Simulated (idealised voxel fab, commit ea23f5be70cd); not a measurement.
A process module follows: voxel transistor to metal.
The width of the displayed cross-section, cut, is 175 nm; its cells are square, with a size of 5 nm.
Cross-sections here: square-cell grids, written as top-down lists of bands, a band being one or more rows of cells.
Within each band entry, the heights of the top and of the bottom of the band appear first, in that order and in nm; the materials of the band then follow from left to right, each with its corresponding width in nm. The designation "edge to edge" on a single material indicates that it fills the band from edge to edge; the designation "blank" indicates empty space.
Counting heights begins at 0, where everything beneath is, in the wafer as received, one material. The lowest band has no bottom; it goes on downwards, as "0..down" shows.
The expression "30 to 40" gives the width at the extremes of the band, the first number at its top row of cells and the second at its bottom row, with the width changing by equal amounts from each row to the next in between.
The designation "no change occurred", where it is given for a processing step, indicates that no cell of the cross-section was altered in the course of that step.
Entry "Fully sealed cavities" = empty spaces >= 8 cells with no open way to the top; each as width x height at distance, distance from left edge, all nm.
Where a step's line continues beyond its settings, the continuation is a remark by the simulator itself on that step.
overlay nm: step with mask; distance mask lay right of planned place; negative value = left of planned place.
Note on reading: below, each pair holds a cross-section from before one process step and one from after it; the one from after shows only down to the lowest band that changed. Beneath the pair, the step in between is stated along with its settings. The pairs can stem from different runs of this module on the same starting wafer. Where a pair's entry headed "Pre-process cross-section" says so, and only there, that pair continues from the pair above it.
-- Pre-process cross-section
	0..down  Si edge to edge
	Fully sealed cavities: none
-- As Processed
	0..-5  SiO2 edge to edge
	Below -5, no change.
	Fully sealed cavities: none
As a process note, the step between the before and after cross-sections shown above is OXIDIZE | depth nm 5
Pre-process cross-section: equal to the after panel directly above.
-- As Processed
	15..0  SiN edge to edge
	Below 0, no change.
	Fully sealed cavities: none
As a process note, the step between the before and after cross-sections shown above is CONFORMAL_DEP | material SiN | thk nm 15
Pre-process cross-section: equal to the after panel directly above.
-- As Processed
	15..0  20 nm blank, then 135 nm SiN, then 20 nm blank
	Below 0, no change.
	Fully sealed cavities: none
As a process note, the step between the before and after cross-sections shown above is MASKED_ETCH | tone cover | mask id ACTIVE | width nm 135 | etch materials SiN | depth nm 15 | overlay nm 0
Pre-process cross-section: equal to the after panel directly above.
-- As Processed
	15..0  20 nm blank, then 135 nm SiN, then 20 nm blank
	0..-5  20 nm blank, then 135 nm SiO2, then 20 nm blank
	Below -5, no change.
	Fully sealed cavities: none
As a process note, the step between the before and after cross-sections shown above is MASKED_ETCH | tone cover | mask id ACTIVE | width nm 135 | etch materials SiO2 | depth nm 5 | overlay nm 0
Pre-process cross-section: equal to the after panel directly above.
-- As Processed
	15..0  20 nm blank, then 135 nm SiN, then 20 nm blank
	0..-5  20 nm blank, then 135 nm SiO2, then 20 nm blank
	-5..-35  20 nm blank, then 135 nm Si, then 20 nm blank
	Below -35, no change.
	Fully sealed cavities: none
As a process note, the step between the before and after cross-sections shown above is MASKED_ETCH | tone cover | mask id ACTIVE | width nm 135 | etch materials Si | depth nm 30 | overlay nm 0
Pre-process cross-section: equal to the after panel directly above.
-- As Processed
	25..15  SiO2 edge to edge
	15..0  20 nm SiO2, then 135 nm SiN, then 20 nm SiO2
	0..-5  SiO2 edge to edge
	-5..-35  20 nm SiO2, then 135 nm Si, then 20 nm SiO2
	Below -35, no change.
	Fully sealed cavities: none
As a process note, the step between the before and after cross-sections shown above is FILL_DEP | material SiO2 | thk nm 10
Pre-process cross-section: equal to the after panel directly above.
-- As Processed
	15..0  20 nm SiO2, then 135 nm SiN, then 20 nm SiO2
	Below 0, no change.
	Fully sealed cavities: none
As a process note, the step between the before and after cross-sections shown above is CMP | height nm 15
Pre-process cross-section: equal to the after panel directly above.
-- As Processed
	15..10  20 nm blank, then 135 nm SiN, then 20 nm blank
	Below 10, no change.
	Fully sealed cavities: none
As a process note, the step between the before and after cross-sections shown above is SELECTIVE_ETCH | etch materials SiO2 | depth nm 5
Pre-process cross-section: equal to the after panel directly above.
-- As Processed
	10..0  20 nm SiO2, then 135 nm blank, then 20 nm SiO2
	Below 0, no change.
	Fully sealed cavities: none
As a process note, the step between the before and after cross-sections shown above is STRIP | etch materials SiN
Pre-process cross-section: equal to the after panel directly above.
-- As Processed
	5..-5  15 nm SiO2, then 145 nm blank, then 15 nm SiO2
	Below -5, no change.
	Fully sealed cavities: none
As a process note, the step between the before and after cross-sections shown above is SELECTIVE_ETCH | etch materials SiO2 | depth nm 5
Pre-process cross-section: equal to the after panel directly above.
-- As Processed
	5..-5  15 nm SiO2, then 145 nm blank, then 15 nm SiO2
	-5..-10  SiO2 edge to edge
	Below -10, no change.
	Fully sealed cavities: none
As a process note, the step between the before and after cross-sections shown above is OXIDIZE | depth nm 5
Pre-process cross-section: equal to the after panel directly above.
-- As Processed
	30..20  15 nm polySi, then 145 nm blank, then 15 nm polySi
	20..5  polySi edge to edge
	5..-5  15 nm SiO2, then 145 nm polySi, then 15 nm SiO2
	Below -5, no change.
	Fully sealed cavities: none
As a process note, the step between the before and after cross-sections shown above is DIRECTIONAL_DEP | material polySi | thk nm 25
Pre-process cross-section: equal to the after panel directly above.
-- As Processed
	45..35  15 nm SiCN, then 145 nm blank, then 15 nm SiCN
	35..30  SiCN edge to edge
	30..20  15 nm polySi, then 145 nm SiCN, then 15 nm polySi
	Below 20, no change.
	Fully sealed cavities: none
As a process note, the step between the before and after cross-sections shown above is DIRECTIONAL_DEP | material SiCN | thk nm 15
Pre-process cross-section: equal to the after panel directly above.
-- As Processed
	65..45  70 nm blank, then 35 nm resist, then 70 nm blank
	45..35  15 nm SiCN, then 55 nm blank, then 35 nm resist, then 55 nm blank, then 15 nm SiCN
	Below 35, no change.
	Fully sealed cavities: none
As a process note, the step between the before and after cross-sections shown above is PATTERN | tone cover | mask id GATE | material resist | width nm 35 | thk nm 20 | overlay nm 0
Pre-process cross-section: equal to the after panel directly above.
-- As Processed
	65..35  70 nm blank, then 35 nm resist, then 70 nm blank
	35..30  70 nm blank, then 35 nm SiCN, then 70 nm blank
	30..20  15 nm polySi, then 55 nm blank, then 35 nm SiCN, then 55 nm blank, then 15 nm polySi
	Below 20, no change.
	Fully sealed cavities: none
As a process note, the step between the before and after cross-sections shown above is DIRECTIONAL_ETCH | etch materials SiCN | depth nm 25
Pre-process cross-section: equal to the after panel directly above.
-- As Processed
	65..35  70 nm blank, then 35 nm resist, then 70 nm blank
	35..20  70 nm blank, then 35 nm SiCN, then 70 nm blank
	20..5  70 nm blank, then 35 nm polySi, then 70 nm blank
	5..-5  15 nm SiO2, then 55 nm blank, then 35 nm polySi, then 55 nm blank, then 15 nm SiO2
	Below -5, no change.
	Fully sealed cavities: none
As a process note, the step between the before and after cross-sections shown above is DIRECTIONAL_ETCH | etch materials polySi | depth nm 35
Pre-process cross-section: equal to the after panel directly above.
-- As Processed
	35..20  70 nm blank, then 35 nm SiCN, then 70 nm blank
	Below 20, no change.
	Fully sealed cavities: none
As a process note, the step between the before and after cross-sections shown above is STRIP | etch materials resist
Pre-process cross-section: equal to the after panel directly above.
-- As Processed
	40..35  65 nm blank, then 45 nm SiO2, then 65 nm blank
	35..20  65 nm blank, then 5 nm SiO2, then 35 nm SiCN, then 5 nm SiO2, then 65 nm blank
	20..10  65 nm blank, then 5 nm SiO2, then 35 nm polySi, then 5 nm SiO2, then 65 nm blank
	10..0  20 nm SiO2, then 45 nm blank, then 5 nm SiO2, then 35 nm polySi, then 5 nm SiO2, then 45 nm blank, then 20 nm SiO2
	0..-5  70 nm SiO2, then 35 nm polySi, then 70 nm SiO2
	Below -5, no change.
	Fully sealed cavities: none
As a process note, the step between the before and after cross-sections shown above is CONFORMAL_DEP | material SiO2 | thk nm 5
Pre-process cross-section: equal to the after panel directly above.
-- As Processed
	35..20  65 nm blank, then 5 nm SiO2, then 35 nm SiCN, then 5 nm SiO2, then 65 nm blank
	20..5  65 nm blank, then 5 nm SiO2, then 35 nm polySi, then 5 nm SiO2, then 65 nm blank
	5..-5  20 nm SiO2, then 45 nm blank, then 5 nm SiO2, then 35 nm polySi, then 5 nm SiO2, then 45 nm blank, then 20 nm SiO2
	Below -5, no change.
	Fully sealed cavities: none
As a process note, the step between the before and after cross-sections shown above is DIRECTIONAL_ETCH | etch materials SiO2 | depth nm 5
Pre-process cross-section: equal to the after panel directly above.
-- As Processed
	40..35  60 nm blank, then 55 nm SiN, then 60 nm blank
	35..20  60 nm blank, then 5 nm SiN, then 5 nm SiO2, then 35 nm SiCN, then 5 nm SiO2, then 5 nm SiN, then 60 nm blank
	20..10  60 nm blank, then 5 nm SiN, then 5 nm SiO2, then 35 nm polySi, then 5 nm SiO2, then 5 nm SiN, then 60 nm blank
	10..5  25 nm SiN, then 35 nm blank, then 5 nm SiN, then 5 nm SiO2, then 35 nm polySi, then 5 nm SiO2, then 5 nm SiN, then 35 nm blank, then 25 nm SiN
	5..0  20 nm SiO2, then 5 nm SiN, then 35 nm blank, then 5 nm SiN, then 5 nm SiO2, then 35 nm polySi, then 5 nm SiO2, then 5 nm SiN, then 35 nm blank, then 5 nm SiN, then 20 nm SiO2
	0..-5  20 nm SiO2, then 45 nm SiN, then 5 nm SiO2, then 35 nm polySi, then 5 nm SiO2, then 45 nm SiN, then 20 nm SiO2
	Below -5, no change.
	Fully sealed cavities: none
As a process note, the step between the before and after cross-sections shown above is CONFORMAL_DEP | material SiN | thk nm 5
Pre-process cross-section: equal to the after panel directly above.
-- As Processed
	35..20  60 nm blank, then 5 nm SiN, then 5 nm SiO2, then 35 nm SiCN, then 5 nm SiO2, then 5 nm SiN, then 60 nm blank
	20..5  60 nm blank, then 5 nm SiN, then 5 nm SiO2, then 35 nm polySi, then 5 nm SiO2, then 5 nm SiN, then 60 nm blank
	5..-5  20 nm SiO2, then 5 nm SiN, then 35 nm blank, then 5 nm SiN, then 5 nm SiO2, then 35 nm polySi, then 5 nm SiO2, then 5 nm SiN, then 35 nm blank, then 5 nm SiN, then 20 nm SiO2
	Below -5, no change.
	Fully sealed cavities: none
As a process note, the step between the before and after cross-sections shown above is DIRECTIONAL_ETCH | etch materials SiN | depth nm 5
Pre-process cross-section: equal to the after panel directly above.
-- As Processed
	35..30  60 nm blank, then 5 nm SiN, then 5 nm blank, then 35 nm SiCN, then 5 nm blank, then 5 nm SiN, then 60 nm blank
	30..20  60 nm blank, then 5 nm SiN, then 5 nm SiO2, then 35 nm SiCN, then 5 nm SiO2, then 5 nm SiN, then 60 nm blank
	20..5  60 nm blank, then 5 nm SiN, then 5 nm SiO2, then 35 nm polySi, then 5 nm SiO2, then 5 nm SiN, then 60 nm blank
	5..0  20 nm blank, then 5 nm SiN, then 35 nm blank, then 5 nm SiN, then 5 nm SiO2, then 35 nm polySi, then 5 nm SiO2, then 5 nm SiN, then 35 nm blank, then 5 nm SiN, then 20 nm blank
	0..-5  20 nm SiO2, then 5 nm SiN, then 35 nm blank, then 5 nm SiN, then 5 nm SiO2, then 35 nm polySi, then 5 nm SiO2, then 5 nm SiN, then 35 nm blank, then 5 nm SiN, then 20 nm SiO2
	-5..-10  25 nm SiO2, then 35 nm blank, then 55 nm SiO2, then 35 nm blank, then 25 nm SiO2
	Below -10, no change.
	Fully sealed cavities: none
As a process note, the step between the before and after cross-sections shown above is DIRECTIONAL_ETCH | etch materials SiO2 | depth nm 5
Pre-process cross-section: equal to the after panel directly above.
-- As Processed
	35..30  60 nm blank, then 5 nm SiN, then 5 nm blank, then 35 nm SiCN, then 5 nm blank, then 5 nm SiN, then 60 nm blank
	30..20  60 nm blank, then 5 nm SiN, then 5 nm SiO2, then 35 nm SiCN, then 5 nm SiO2, then 5 nm SiN, then 60 nm blank
	20..5  60 nm blank, then 5 nm SiN, then 5 nm SiO2, then 35 nm polySi, then 5 nm SiO2, then 5 nm SiN, then 60 nm blank
	5..0  20 nm blank, then 5 nm SiN, then 35 nm blank, then 5 nm SiN, then 5 nm SiO2, then 35 nm polySi, then 5 nm SiO2, then 5 nm SiN, then 35 nm blank, then 5 nm SiN, then 20 nm blank
	0..-5  20 nm SiO2, then 5 nm SiN, then 35 nm blank, then 5 nm SiN, then 5 nm SiO2, then 35 nm polySi, then 5 nm SiO2, then 5 nm SiN, then 35 nm blank, then 5 nm SiN, then 20 nm SiO2
	-5..-10  25 nm SiO2, then 35 nm blank, then 55 nm SiO2, then 35 nm blank, then 25 nm SiO2
	-10..-15  20 nm SiO2, then 5 nm Si, then 35 nm blank, then 55 nm Si, then 35 nm blank, then 5 nm Si, then 20 nm SiO2
	Below -15, no change.
	Fully sealed cavities: none
As a process note, the step between the before and after cross-sections shown above is DIRECTIONAL_ETCH | etch materials Si | depth nm 5
Pre-process cross-section: equal to the after panel directly above.
-- As Processed
	35..30  60 nm blank, then 5 nm SiN, then 5 nm blank, then 35 nm SiCN, then 5 nm blank, then 5 nm SiN, then 60 nm blank
	30..20  60 nm blank, then 5 nm SiN, then 5 nm SiO2, then 35 nm SiCN, then 5 nm SiO2, then 5 nm SiN, then 60 nm blank
	20..5  60 nm blank, then 5 nm SiN, then 5 nm SiO2, then 35 nm polySi, then 5 nm SiO2, then 5 nm SiN, then 60 nm blank
	5..0  20 nm blank, then 5 nm SiN, then 35 nm blank, then 5 nm SiN, then 5 nm SiO2, then 35 nm polySi, then 5 nm SiO2, then 5 nm SiN, then 35 nm blank, then 5 nm SiN, then 20 nm blank
	0..-5  20 nm SiO2, then 5 nm SiN, then 10 nm SiGe, then 15 nm blank, then 10 nm SiGe, then 5 nm SiN, then 5 nm SiO2, then 35 nm polySi, then 5 nm SiO2, then 5 nm SiN, then 10 nm SiGe, then 15 nm blank, then 10 nm SiGe, then 5 nm SiN, then 20 nm SiO2
	-5..-10  25 nm SiO2, then 35 nm SiGe, then 55 nm SiO2, then 35 nm SiGe, then 25 nm SiO2
	-10..-15  20 nm SiO2, then 5 nm Si, then 35 nm SiGe, then 55 nm Si, then 35 nm SiGe, then 5 nm Si, then 20 nm SiO2
	Below -15, no change.
	Fully sealed cavities: none
As a process note, the step between the before and after cross-sections shown above is EPI | material SiGe | thk nm 10
Pre-process cross-section: equal to the after panel directly above.
-- As Processed
	45..35  SiO2 edge to edge
	35..20  60 nm SiO2, then 5 nm SiN, then 5 nm SiO2, then 35 nm SiCN, then 5 nm SiO2, then 5 nm SiN, then 60 nm SiO2
	20..5  60 nm SiO2, then 5 nm SiN, then 5 nm SiO2, then 35 nm polySi, then 5 nm SiO2, then 5 nm SiN, then 60 nm SiO2
	5..0  20 nm SiO2, then 5 nm SiN, then 35 nm SiO2, then 5 nm SiN, then 5 nm SiO2, then 35 nm polySi, then 5 nm SiO2, then 5 nm SiN, then 35 nm SiO2, then 5 nm SiN, then 20 nm SiO2
	0..-5  20 nm SiO2, then 5 nm SiN, then 10 nm SiGe, then 15 nm SiO2, then 10 nm SiGe, then 5 nm SiN, then 5 nm SiO2, then 35 nm polySi, then 5 nm SiO2, then 5 nm SiN, then 10 nm SiGe, then 15 nm SiO2, then 10 nm SiGe, then 5 nm SiN, then 20 nm SiO2
	Below -5, no change.
	Fully sealed cavities: none
As a process note, the step between the before and after cross-sections shown above is FILL_DEP | material SiO2 | thk nm 10
Pre-process cross-section: equal to the after panel directly above.
-- As Processed
	20..5  60 nm SiO2, then 5 nm SiN, then 5 nm SiO2, then 35 nm polySi, then 5 nm SiO2, then 5 nm SiN, then 60 nm SiO2
	Below 5, no change.
	Fully sealed cavities: none
As a process note, the step between the before and after cross-sections shown above is CMP | height nm 20
Pre-process cross-section: equal to the after panel directly above.
-- As Processed
	20..5  60 nm SiO2, then 5 nm SiN, then 5 nm SiO2, then 35 nm blank, then 5 nm SiO2, then 5 nm SiN, then 60 nm SiO2
	5..0  20 nm SiO2, then 5 nm SiN, then 35 nm SiO2, then 5 nm SiN, then 5 nm SiO2, then 35 nm blank, then 5 nm SiO2, then 5 nm SiN, then 35 nm SiO2, then 5 nm SiN, then 20 nm SiO2
	0..-5  20 nm SiO2, then 5 nm SiN, then 10 nm SiGe, then 15 nm SiO2, then 10 nm SiGe, then 5 nm SiN, then 5 nm SiO2, then 35 nm blank, then 5 nm SiO2, then 5 nm SiN, then 10 nm SiGe, then 15 nm SiO2, then 10 nm SiGe, then 5 nm SiN, then 20 nm SiO2
	Below -5, no change.
	Fully sealed cavities: none
As a process note, the step between the before and after cross-sections shown above is STRIP | etch materials polySi
Pre-process cross-section: equal to the after panel directly above.
-- As Processed
	20..15  60 nm blank, then 5 nm SiN, then 45 nm blank, then 5 nm SiN, then 60 nm blank
	15..5  60 nm SiO2, then 5 nm SiN, then 45 nm blank, then 5 nm SiN, then 60 nm SiO2
	5..0  20 nm SiO2, then 5 nm SiN, then 35 nm SiO2, then 5 nm SiN, then 45 nm blank, then 5 nm SiN, then 35 nm SiO2, then 5 nm SiN, then 20 nm SiO2
	0..-5  20 nm SiO2, then 5 nm SiN, then 10 nm SiGe, then 15 nm SiO2, then 10 nm SiGe, then 5 nm SiN, then 45 nm blank, then 5 nm SiN, then 10 nm SiGe, then 15 nm SiO2, then 10 nm SiGe, then 5 nm SiN, then 20 nm SiO2
	-5..-10  25 nm SiO2, then 35 nm SiGe, then 5 nm SiO2, then 45 nm blank, then 5 nm SiO2, then 35 nm SiGe, then 25 nm SiO2
	Below -10, no change.
	Fully sealed cavities: none
As a process note, the step between the before and after cross-sections shown above is SELECTIVE_ETCH | etch materials SiO2 | depth nm 5
Pre-process cross-section: equal to the after panel directly above.
-- As Processed
	25..20  55 nm blank, then 15 nm HfO2, then 35 nm blank, then 15 nm HfO2, then 55 nm blank
	20..15  60 nm HfO2, then 5 nm SiN, then 5 nm HfO2, then 35 nm blank, then 5 nm HfO2, then 5 nm SiN, then 60 nm HfO2
	15..5  60 nm SiO2, then 5 nm SiN, then 5 nm HfO2, then 35 nm blank, then 5 nm HfO2, then 5 nm SiN, then 60 nm SiO2
	5..0  20 nm SiO2, then 5 nm SiN, then 35 nm SiO2, then 5 nm SiN, then 5 nm HfO2, then 35 nm blank, then 5 nm HfO2, then 5 nm SiN, then 35 nm SiO2, then 5 nm SiN, then 20 nm SiO2
	0..-5  20 nm SiO2, then 5 nm SiN, then 10 nm SiGe, then 15 nm SiO2, then 10 nm SiGe, then 5 nm SiN, then 5 nm HfO2, then 35 nm blank, then 5 nm HfO2, then 5 nm SiN, then 10 nm SiGe, then 15 nm SiO2, then 10 nm SiGe, then 5 nm SiN, then 20 nm SiO2
	-5..-10  25 nm SiO2, then 35 nm SiGe, then 5 nm SiO2, then 45 nm HfO2, then 5 nm SiO2, then 35 nm SiGe, then 25 nm SiO2
	Below -10, no change.
	Fully sealed cavities: none
As a process note, the step between the before and after cross-sections shown above is CONFORMAL_DEP | material HfO2 | thk nm 5
Pre-process cross-section: equal to the after panel directly above.
-- As Processed
	30..25  50 nm blank, then 25 nm TiN, then 25 nm blank, then 25 nm TiN, then 50 nm blank
	25..20  55 nm TiN, then 15 nm HfO2, then 5 nm TiN, then 25 nm blank, then 5 nm TiN, then 15 nm HfO2, then 55 nm TiN
	20..15  60 nm HfO2, then 5 nm SiN, then 5 nm HfO2, then 5 nm TiN, then 25 nm blank, then 5 nm TiN, then 5 nm HfO2, then 5 nm SiN, then 60 nm HfO2
	15..5  60 nm SiO2, then 5 nm SiN, then 5 nm HfO2, then 5 nm TiN, then 25 nm blank, then 5 nm TiN, then 5 nm HfO2, then 5 nm SiN, then 60 nm SiO2
	5..0  20 nm SiO2, then 5 nm SiN, then 35 nm SiO2, then 5 nm SiN, then 5 nm HfO2, then 5 nm TiN, then 25 nm blank, then 5 nm TiN, then 5 nm HfO2, then 5 nm SiN, then 35 nm SiO2, then 5 nm SiN, then 20 nm SiO2
	0..-5  20 nm SiO2, then 5 nm SiN, then 10 nm SiGe, then 15 nm SiO2, then 10 nm SiGe, then 5 nm SiN, then 5 nm HfO2, then 35 nm TiN, then 5 nm HfO2, then 5 nm SiN, then 10 nm SiGe, then 15 nm SiO2, then 10 nm SiGe, then 5 nm SiN, then 20 nm SiO2
	Below -5, no change.
	Fully sealed cavities: none
As a process note, the step between the before and after cross-sections shown above is CONFORMAL_DEP | material TiN | thk nm 5
Pre-process cross-section: equal to the after panel directly above.
-- As Processed
	35..30  W edge to edge
	30..25  50 nm W, then 25 nm TiN, then 25 nm W, then 25 nm TiN, then 50 nm W
	25..20  55 nm TiN, then 15 nm HfO2, then 5 nm TiN, then 25 nm W, then 5 nm TiN, then 15 nm HfO2, then 55 nm TiN
	20..15  60 nm HfO2, then 5 nm SiN, then 5 nm HfO2, then 5 nm TiN, then 25 nm W, then 5 nm TiN, then 5 nm HfO2, then 5 nm SiN, then 60 nm HfO2
	15..5  60 nm SiO2, then 5 nm SiN, then 5 nm HfO2, then 5 nm TiN, then 25 nm W, then 5 nm TiN, then 5 nm HfO2, then 5 nm SiN, then 60 nm SiO2
	5..0  20 nm SiO2, then 5 nm SiN, then 35 nm SiO2, then 5 nm SiN, then 5 nm HfO2, then 5 nm TiN, then 25 nm W, then 5 nm TiN, then 5 nm HfO2, then 5 nm SiN, then 35 nm SiO2, then 5 nm SiN, then 20 nm SiO2
	Below 0, no change.
	Fully sealed cavities: none
As a process note, the step between the before and after cross-sections shown above is FILL_DEP | material W | thk nm 5
Pre-process cross-section: equal to the after panel directly above.
-- As Processed
	15..5  60 nm SiO2, then 5 nm SiN, then 5 nm HfO2, then 5 nm TiN, then 25 nm W, then 5 nm TiN, then 5 nm HfO2, then 5 nm SiN, then 60 nm SiO2
	Below 5, no change.
	Fully sealed cavities: none
As a process note, the step between the before and after cross-sections shown above is CMP | height nm 15
Pre-process cross-section: equal to the after panel directly above.
-- As Processed
	25..15  SiO2 edge to edge
	Below 15, no change.
	Fully sealed cavities: none
As a process note, the step between the before and after cross-sections shown above is DIRECTIONAL_DEP | material SiO2 | thk nm 10
Pre-process cross-section: equal to the after panel directly above.
-- As Processed
	25..15  30 nm SiO2, then 20 nm blank, then 75 nm SiO2, then 20 nm blank, then 30 nm SiO2
	15..5  30 nm SiO2, then 20 nm blank, then 10 nm SiO2, then 5 nm SiN, then 5 nm HfO2, then 5 nm TiN, then 25 nm W, then 5 nm TiN, then 5 nm HfO2, then 5 nm SiN, then 10 nm SiO2, then 20 nm blank, then 30 nm SiO2
	5..0  20 nm SiO2, then 5 nm SiN, then 5 nm SiO2, then 20 nm blank, then 10 nm SiO2, then 5 nm SiN, then 5 nm HfO2, then 5 nm TiN, then 25 nm W, then 5 nm TiN, then 5 nm HfO2, then 5 nm SiN, then 10 nm SiO2, then 20 nm blank, then 5 nm SiO2, then 5 nm SiN, then 20 nm SiO2
	0..-5  20 nm SiO2, then 5 nm SiN, then 10 nm SiGe, then 15 nm blank, then 10 nm SiGe, then 5 nm SiN, then 5 nm HfO2, then 35 nm TiN, then 5 nm HfO2, then 5 nm SiN, then 10 nm SiGe, then 15 nm blank, then 10 nm SiGe, then 5 nm SiN, then 20 nm SiO2
	Below -5, no change.
	Fully sealed cavities: none
As a process note, the step between the before and after cross-sections shown above is MASKED_ETCH | tone open | mask id CONTACT | width nm 20 | pitch nm 95 | etch materials SiO2 | depth nm 30 | overlay nm 0
Pre-process cross-section: equal to the after panel directly above.
-- As Processed
	30..25  35 nm TiN, then 10 nm blank, then 85 nm TiN, then 10 nm blank, then 35 nm TiN
	25..15  30 nm SiO2, then 5 nm TiN, then 10 nm blank, then 5 nm TiN, then 75 nm SiO2, then 5 nm TiN, then 10 nm blank, then 5 nm TiN, then 30 nm SiO2
	15..5  30 nm SiO2, then 5 nm TiN, then 10 nm blank, then 5 nm TiN, then 10 nm SiO2, then 5 nm SiN, then 5 nm HfO2, then 5 nm TiN, then 25 nm W, then 5 nm TiN, then 5 nm HfO2, then 5 nm SiN, then 10 nm SiO2, then 5 nm TiN, then 10 nm blank, then 5 nm TiN, then 30 nm SiO2
	5..0  20 nm SiO2, then 5 nm SiN, then 5 nm SiO2, then 10 nm TiN, then 5 nm blank, then 5 nm TiN, then 10 nm SiO2, then 5 nm SiN, then 5 nm HfO2, then 5 nm TiN, then 25 nm W, then 5 nm TiN, then 5 nm HfO2, then 5 nm SiN, then 10 nm SiO2, then 5 nm TiN, then 5 nm blank, then 10 nm TiN, then 5 nm SiO2, then 5 nm SiN, then 20 nm SiO2
	0..-5  20 nm SiO2, then 5 nm SiN, then 10 nm SiGe, then 15 nm TiN, then 10 nm SiGe, then 5 nm SiN, then 5 nm HfO2, then 35 nm TiN, then 5 nm HfO2, then 5 nm SiN, then 10 nm SiGe, then 15 nm TiN, then 10 nm SiGe, then 5 nm SiN, then 20 nm SiO2
	Below -5, no change.
	Fully sealed cavities: none
As a process note, the step between the before and after cross-sections shown above is CONFORMAL_DEP | material TiN | thk nm 5
Pre-process cross-section: equal to the after panel directly above.
-- As Processed
	40..30  Ru edge to edge
	30..25  35 nm TiN, then 10 nm Ru, then 85 nm TiN, then 10 nm Ru, then 35 nm TiN
	25..15  30 nm SiO2, then 5 nm TiN, then 10 nm Ru, then 5 nm TiN, then 75 nm SiO2, then 5 nm TiN, then 10 nm Ru, then 5 nm TiN, then 30 nm SiO2
	15..5  30 nm SiO2, then 5 nm TiN, then 10 nm Ru, then 5 nm TiN, then 10 nm SiO2, then 5 nm SiN, then 5 nm HfO2, then 5 nm TiN, then 25 nm W, then 5 nm TiN, then 5 nm HfO2, then 5 nm SiN, then 10 nm SiO2, then 5 nm TiN, then 10 nm Ru, then 5 nm TiN, then 30 nm SiO2
	5..0  20 nm SiO2, then 5 nm SiN, then 5 nm SiO2, then 10 nm TiN, then 5 nm Ru, then 5 nm TiN, then 10 nm SiO2, then 5 nm SiN, then 5 nm HfO2, then 5 nm TiN, then 25 nm W, then 5 nm TiN, then 5 nm HfO2, then 5 nm SiN, then 10 nm SiO2, then 5 nm TiN, then 5 nm Ru, then 10 nm TiN, then 5 nm SiO2, then 5 nm SiN, then 20 nm SiO2
	Below 0, no change.
	Fully sealed cavities: none
As a process note, the step between the before and after cross-sections shown above is FILL_DEP | material Ru | thk nm 10
Pre-process cross-section: equal to the after panel directly above.
-- As Processed
	25..15  30 nm SiO2, then 5 nm TiN, then 10 nm Ru, then 5 nm TiN, then 75 nm SiO2, then 5 nm TiN, then 10 nm Ru, then 5 nm TiN, then 30 nm SiO2
	Below 15, no change.
	Fully sealed cavities: none
As a process note, the step between the before and after cross-sections shown above is CMP | height nm 25
Pre-process cross-section: equal to the after panel directly above.
-- As Processed
	30..25  TiN edge to edge
	Below 25, no change.
	Fully sealed cavities: none
As a process note, the step between the before and after cross-sections shown above is DIRECTIONAL_DEP | material TiN | thk nm 5
Pre-process cross-section: equal to the after panel directly above.
-- As Processed
	50..30  Ru edge to edge
	Below 30, no change.
	Fully sealed cavities: none
As a process note, the step between the before and after cross-sections shown above is DIRECTIONAL_DEP | material Ru | thk nm 20
Pre-process cross-section: equal to the after panel directly above.
-- As Processed
	60..50  aC edge to edge
	Below 50, no change.
	Fully sealed cavities: none
As a process note, the step between the before and after cross-sections shown above is DIRECTIONAL_DEP | material aC | thk nm 10
Pre-process cross-section: equal to the after panel directly above.
-- As Processed
	90..60  30 nm blank, then 20 nm resist, then 75 nm blank, then 20 nm resist, then 30 nm blank
	Below 60, no change.
	Fully sealed cavities: none
As a process note, the step between the before and after cross-sections shown above is PATTERN | tone cover | mask id METAL_1 | material resist | width nm 20 | pitch nm 95 | thk nm 30 | overlay nm 0
Pre-process cross-section: equal to the after panel directly above.
-- As Processed
	80..60  30 nm blank, then 20 nm resist, then 75 nm blank, then 20 nm resist, then 30 nm blank
	60..50  30 nm blank, then 20 nm aC, then 75 nm blank, then 20 nm aC, then 30 nm blank
	Below 50, no change.
	Fully sealed cavities: none
As a process note, the step between the before and after cross-sections shown above is DIRECTIONAL_ETCH | etch materials aC | depth nm 10
Pre-process cross-section: equal to the after panel directly above.
-- As Processed
	60..50  30 nm blank, then 20 nm aC, then 75 nm blank, then 20 nm aC, then 30 nm blank
	Below 50, no change.
	Fully sealed cavities: none
As a process note, the step between the before and after cross-sections shown above is STRIP | etch materials resist
Pre-process cross-section: equal to the after panel directly above.
-- As Processed
	60..50  30 nm blank, then 20 nm aC, then 75 nm blank, then 20 nm aC, then 30 nm blank
	50..30  30 nm blank, then 20 nm Ru, then 75 nm blank, then 20 nm Ru, then 30 nm blank
	Below 30, no change.
	Fully sealed cavities: none
As a process note, the step between the before and after cross-sections shown above is DIRECTIONAL_ETCH | etch materials Ru | depth nm 20
Pre-process cross-section: equal to the after panel directly above.
-- As Processed
	60..50  30 nm blank, then 20 nm aC, then 75 nm blank, then 20 nm aC, then 30 nm blank
	50..30  30 nm blank, then 20 nm Ru, then 75 nm blank, then 20 nm Ru, then 30 nm blank
	30..25  30 nm blank, then 20 nm TiN, then 75 nm blank, then 20 nm TiN, then 30 nm blank
	Below 25, no change.
	Fully sealed cavities: none
As a process note, the step between the before and after cross-sections shown above is DIRECTIONAL_ETCH | etch materials TiN | depth nm 5
Pre-process cross-section: equal to the after panel directly above.
-- As Processed
	50..30  30 nm blank, then 20 nm Ru, then 75 nm blank, then 20 nm Ru, then 30 nm blank
	Below 30, no change.
	Fully sealed cavities: none
As a process note, the step between the before and after cross-sections shown above is STRIP | etch materials aC
Pre-process cross-section: equal to the after panel directly above.
-- As Processed
	55..50  SiO2 edge to edge
	50..30  30 nm SiO2, then 20 nm Ru, then 75 nm SiO2, then 20 nm Ru, then 30 nm SiO2
	30..25  30 nm SiO2, then 20 nm TiN, then 75 nm SiO2, then 20 nm TiN, then 30 nm SiO2
	Below 25, no change.
	Fully sealed cavities: none
As a process note, the step between the before and after cross-sections shown above is FILL_DEP | material SiO2 | thk nm 5
Pre-process cross-section: equal to the after panel directly above.
-- As Processed
	50..30  30 nm SiO2, then 20 nm Ru, then 75 nm SiO2, then 20 nm Ru, then 30 nm SiO2
	Below 30, no change.
	Fully sealed cavities: none
As a process note, the step between the before and after cross-sections shown above is CMP | height nm 50
Pre-process cross-section: equal to the after panel directly above.
-- As Processed
	55..50  SiCN edge to edge
	Below 50, no change.
	Fully sealed cavities: none
As a process note, the step between the before and after cross-sections shown above is CONFORMAL_DEP | material SiCN | thk nm 5
Pre-process cross-section: equal to the after panel directly above.
-- As Processed
	85..55  lowk edge to edge
	Below 55, no change.
	Fully sealed cavities: none
As a process note, the step between the before and after cross-sections shown above is DIRECTIONAL_DEP | material lowk | thk nm 30
